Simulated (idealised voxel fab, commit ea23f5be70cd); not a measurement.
process module | voxel local oxidation
cross-section cut | 295 nm wide | cells 5 nm
A cross-section is a grid of square cells, given in bands from the top down. A band is one or more rows of cells.
Each band's line starts with the height of the band's top and of its bottom, in nm. Then come its materials from left to right, each with its width in nm. One material with "throughout" fills the band from edge to edge. "air" is empty space.
Height 0 is the level under which the wafer as received is all one material. The lowest band goes on downwards, as in "0 down".
A width such as "30 to 40" changes by the same amount from each row of cells to the next, from the band's top row to its bottom row.
"no change" after a step means that no cell of the cross-section changed.
closed voids: empty space of 8 cells or more with no open way to the top, each as width x height at its distance from the left edge, in nm
after a step's settings: what the simulator itself notes on the step
overlay nm, on a step with a mask: how far to the right of its planned place the mask lay; to the left if negative
plan
1 op RECEIVE | material Si
2 op CONFORMAL_DEP | material SiO2 | thk nm 5
3 op CONFORMAL_DEP | material SiN | thk nm 15
4 op PATTERN | tone cover | mask id ACTIVE | material resist | width nm 110 | thk nm 15 | overlay nm 0
5 op DIRECTIONAL_ETCH | etch materials SiN | depth nm 15
6 op STRIP | etch materials resist
7 op SELECTIVE_ETCH | etch materials SiO2 | depth nm 5
8 op OXIDIZE | depth nm 10
9 op STRIP | etch materials SiN
varied across the wafers: width nm of step 4. The plan shows the first wafer's value. All wafers start alike
first wafer as received, after step 1
  0 down: Si throughout
  closed voids: none
first wafer at the end, after step 9
  5 to 0: air 95 | SiO2 100 | air 100
  0 to -10: SiO2 105 | Si 80 | SiO2 110
  -10 down: Si throughout
  closed voids: none
last wafer at the end
  5 to 0: air 85 | SiO2 125 | air 85
  0 to -10: SiO2 95 | Si 105 | SiO2 95
  -10 down: Si throughout
  closed voids: none
each wafer at the end: cells of each material gained (+) or lost (-) since it was received, then its closed voids
width nm 110 | -86 Si | +106 SiO2 | closed voids: none
width nm 115 | -84 Si | +105 SiO2 | closed voids: none
width nm 120 | -82 Si | +104 SiO2 | closed voids: none
width nm 125 | -80 Si | +103 SiO2 | closed voids: none
width nm 130 | -78 Si | +102 SiO2 | closed voids: none
width nm 135 | -76 Si | +101 SiO2 | closed voids: none
